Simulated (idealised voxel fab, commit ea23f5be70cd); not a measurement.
Title: Process Module voxel capacitor over wiring
The cross-section on display is named cut; it measures 295 nm wide, and its cells are 5 nm squares.
In what follows, cross-sections appear as grids of square cells, described through bands that run from the top down, where every band is one or more rows of cells.
Look at the band entry: it leads with the top's height and the bottom's height in nm. Then it lists the materials left to right, with a width in nm for each. The word "full width" on a single material says that material fills the band edge to edge. The word "blank" is empty space.
Heights from 0 (as-received wafer is one material below). Bottom band endless downward, as "from 0 down".
With a width like "30->40", each row of cells in the band differs from the next by the same amount, the top row carrying the first number and the bottom row the second.
A step reported as "nothing changed" is a step in which no cell of the cross-section changed.
"Catalogued sealed voids" contains a list of empty spaces, each no smaller than 8 cells and without an open way to the top, written in the form width x height at distance with the distance from the left edge and all three in nm.
Anything after a step's settings on that line? It's the simulator's own note about the step.
The line of a step may include "overlay nm". On a step with a mask, this value is how far to the right of its planned place the mask lay. A negative value means the mask lay to the left.

Set out below are the planned steps of the process:
1. RECEIVE with material Si
2. CONFORMAL_DEP with material SiO2, thk nm 10
3. CONFORMAL_DEP with material SiCN, thk nm 5
4. DIRECTIONAL_DEP with material SiO2, thk nm 25
5. MASKED_ETCH with tone open, mask id METAL_1, width nm 20, pitch nm 85, etch materials SiO2, depth nm 25, overlay nm 0
6. MASKED_ETCH with tone open, mask id METAL_1, width nm 20, pitch nm 85, etch materials SiCN, depth nm 5, overlay nm 0
7. CONFORMAL_DEP with material TiN, thk nm 5
8. FILL_DEP with material W, thk nm 5
9. CMP with height nm 40
10. CONFORMAL_DEP with material SiCN, thk nm 5
11. DIRECTIONAL_DEP with material lowk, thk nm 10
12. DIRECTIONAL_DEP with material aC, thk nm 10
13. PATTERN with tone open, mask id PLUG_1, material resist, width nm 15, thk nm 30, overlay nm 0
14. DIRECTIONAL_ETCH with etch materials aC, depth nm 10
15. STRIP with etch materials resist
16. DIRECTIONAL_ETCH with etch materials lowk, depth nm 10
17. DIRECTIONAL_ETCH with etch materials SiCN, depth nm 5
18. STRIP with etch materials aC
19. EPI with material Ru, thk nm 10
20. EPI with material Ru, thk nm 5
21. DIRECTIONAL_DEP with material TiN, thk nm 10
22. DIRECTIONAL_DEP with material HfO2, thk nm 5
23. DIRECTIONAL_DEP with material TiN, thk nm 5
24. MASKED_ETCH with tone cover, mask id UPPER_PLATE, width nm 70, etch materials TiN, depth nm 5, overlay nm 0
25. MASKED_ETCH with tone cover, mask id UPPER_PLATE, width nm 70, etch materials HfO2, depth nm 5, overlay nm 0
26. MASKED_ETCH with tone cover, mask id LOWER_PLATE, width nm 80, etch materials TiN, depth nm 10, overlay nm 0
27. FILL_DEP with material SiO2, thk nm 15
28. CMP with height nm 85
29. PATTERN with tone open, mask id PLUG_2, material resist, width nm 15, thk nm 20, overlay nm 0
30. DIRECTIONAL_ETCH with etch materials SiO2, depth nm 10
31. STRIP with etch materials resist
32. CONFORMAL_DEP with material TiN, thk nm 5
33. FILL_DEP with material Ru, thk nm 5
34. CMP with height nm 85
35. CONFORMAL_DEP with material SiCN, thk nm 5

as received, after step 1:
  from 0 down  Si full width
  Catalogued sealed voids: none

First wafer of two, sectioned at end of module; run went per plan:
  from 90 to 85  SiCN full width
  from 85 to 80  SiO2 110, then TiN 5, then Ru 5, then TiN 5, then SiO2 170
  from 80 to 70  SiO2 110->100, then TiN 15->70, then SiO2 170->125
  from 70 to 65  SiO2 100, then HfO2 70, then SiO2 125
  from 65 to 55  SiO2 95, then TiN 80, then SiO2 120
  from 55 to 45  lowk 100, then Ru 15, then lowk 180
  from 45 to 40  SiCN 100, then Ru 15, then SiCN 180
  from 40 to 15  SiO2 95, then TiN 5, then W 10, then TiN 5, then SiO2 65, then TiN 5, then W 10, then TiN 5, then SiO2 95
  from 15 to 10  SiCN 95, then TiN 20, then SiCN 65, then TiN 20, then SiCN 95
  from 10 to 0  SiO2 full width
  from 0 down  Si full width
  Catalogued sealed voids: none

Cross-section, wafer two of two, end of module: same start and plan as wafer one, one error in execution:
  from 90 to 85  SiCN full width
  from 85 to 80  SiO2 110, then TiN 5, then Ru 5, then TiN 5, then SiO2 170
  from 80 to 70  SiO2 110->100, then TiN 15->70, then SiO2 170->125
  from 70 to 65  SiO2 100, then HfO2 70, then SiO2 125
  from 65 to 55  SiO2 95, then TiN 80, then SiO2 120
  from 55 to 45  lowk 100, then Ru 15, then lowk 180
  from 45 to 40  SiCN 100, then Ru 15, then SiCN 180
  from 40 to 20  SiO2 100, then TiN 5, then W 10, then TiN 5, then SiO2 65, then TiN 5, then W 10, then TiN 5, then SiO2 90
  from 20 to 15  SiO2 100, then TiN 5, then W 5, then TiN 10, then SiO2 65, then TiN 5, then W 5, then TiN 10, then SiO2 90
  from 15 to 10  SiCN 100, then TiN 15, then SiCN 70, then TiN 15, then SiCN 95
  from 10 to 0  SiO2 full width
  from 0 down  Si full width
  Catalogued sealed voids: none
Run error: planned and actual differ for step 5; actual: MASKED_ETCH with tone open, mask id METAL_1, width nm 20, pitch nm 85, etch materials SiO2, depth nm 25, overlay nm 5
In the final state, the cell counts of the second wafer exceed or fall short of those of the first for the following materials: SiCN +2, W -2
